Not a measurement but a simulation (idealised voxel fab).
Proc. module: voxel gate over fins
FYI the section here is cut, 245 nm wide, cells are 5 nm squares.
Square cells in a grid make up a cross-section in this document, and the grid is given as bands, listed from the top down, each one or more rows of cells. Top, bottom (nm), then materials left to right with widths (nm); lone material tagged "everywhere" fills the whole band edge to edge; "empty" = empty space. Height reference: 0 = level under which incoming wafer is all one material. Lowest band: no bottom, runs on downward, e.g. "0 down". The expression "30..40" gives the width at the extremes of the band, the first number at its top row of cells and the second at its bottom row, with the width changing by equal amounts from each row to the next in between. The designation "same as before", where it is given for a processing step, indicates that no cell of the cross-section was altered in the course of that step. What "Closed void inventory" gives you is every empty space of 8 cells or more that is cut off from the top. Each appears as width x height at distance, with the distance taken from the left edge and width, height and distance all in nm. Anything after a step's settings on that line? It's the simulator's own note about the step. overlay nm: how far to the right of its planned place the mask lay on this masked step (negative: to the left).

Process steps (planned):
1) RECEIVE [material Si]
2) CONFORMAL_DEP [material SiN] [thk nm 5]
3) MASKED_ETCH [tone cover] [mask id FINS] [width nm 15] [pitch nm 35] [etch materials SiN] [depth nm 5] [overlay nm 0]
4) MASKED_ETCH [tone cover] [mask id FINS] [width nm 15] [pitch nm 35] [etch materials Si] [depth nm 30] [overlay nm 0]
5) OXIDIZE [depth nm 5]
6) FILL_DEP [material SiO2] [thk nm 15]
7) CMP [height nm 5]
8) SELECTIVE_ETCH [etch materials SiO2] [depth nm 15]
9) STRIP [etch materials SiN]
10) CONFORMAL_DEP [material HfO2] [thk nm 5]
11) CONFORMAL_DEP [material TiN] [thk nm 5]
12) FILL_DEP [material W] [thk nm 15]
13) CMP [height nm 20]
14) CONFORMAL_DEP [material SiCN] [thk nm 10]

Cross-section: wafer on arrival = after step 1:
* 0 down = Si everywhere
* Closed void inventory: none

The first of the two wafers as seen in cross-section once the module was finished; processing followed the plan:
* 30 to 20 = SiCN everywhere
* 20 to 10 = W everywhere
* 10 to 5 = W 75 nm, then TiN 25 nm, then W 10 nm, then TiN 25 nm, then W 10 nm, then TiN 25 nm, then W 75 nm
* 5 to 0 = W 75 nm, then TiN 5 nm, then HfO2 15 nm, then TiN 5 nm, then W 10 nm, then TiN 5 nm, then HfO2 15 nm, then TiN 5 nm, then W 10 nm, then TiN 5 nm, then HfO2 15 nm, then TiN 5 nm, then W 75 nm
* 0 to -5 = TiN 80 nm, then HfO2 5 nm, then Si 5 nm, then HfO2 5 nm, then TiN 20 nm, then HfO2 5 nm, then Si 5 nm, then HfO2 5 nm, then TiN 20 nm, then HfO2 5 nm, then Si 5 nm, then HfO2 5 nm, then TiN 80 nm
* -5 to -10 = HfO2 85 nm, then Si 5 nm, then HfO2 30 nm, then Si 5 nm, then HfO2 30 nm, then Si 5 nm, then HfO2 85 nm
* -10 to -35 = SiO2 85 nm, then Si 5 nm, then SiO2 30 nm, then Si 5 nm, then SiO2 30 nm, then Si 5 nm, then SiO2 85 nm
* -35 down = Si everywhere
* Closed void inventory: none

Now the second wafer, cross-sectioned at the end of the module. Nothing different at the start, nothing different in the plan compared with the first, just one mistake when it was actually run:
* 30 to 20 = HfO2 everywhere
* 20 to 10 = W everywhere
* 10 to 5 = W 75 nm, then TiN 25 nm, then W 10 nm, then TiN 25 nm, then W 10 nm, then TiN 25 nm, then W 75 nm
* 5 to 0 = W 75 nm, then TiN 5 nm, then HfO2 15 nm, then TiN 5 nm, then W 10 nm, then TiN 5 nm, then HfO2 15 nm, then TiN 5 nm, then W 10 nm, then TiN 5 nm, then HfO2 15 nm, then TiN 5 nm, then W 75 nm
* 0 to -5 = TiN 80 nm, then HfO2 5 nm, then Si 5 nm, then HfO2 5 nm, then TiN 20 nm, then HfO2 5 nm, then Si 5 nm, then HfO2 5 nm, then TiN 20 nm, then HfO2 5 nm, then Si 5 nm, then HfO2 5 nm, then TiN 80 nm
* -5 to -10 = HfO2 85 nm, then Si 5 nm, then HfO2 30 nm, then Si 5 nm, then HfO2 30 nm, then Si 5 nm, then HfO2 85 nm
* -10 to -35 = SiO2 85 nm, then Si 5 nm, then SiO2 30 nm, then Si 5 nm, then SiO2 30 nm, then Si 5 nm, then SiO2 85 nm
* -35 down = Si everywhere
* Closed void inventory: none
Run error: contrary to plan, step 14 was performed as CONFORMAL_DEP [material HfO2] [thk nm 10]
FYI, end of process, the second wafer has more or fewer cells of some materials than the first: 98 more of HfO2 | 98 fewer of SiCN
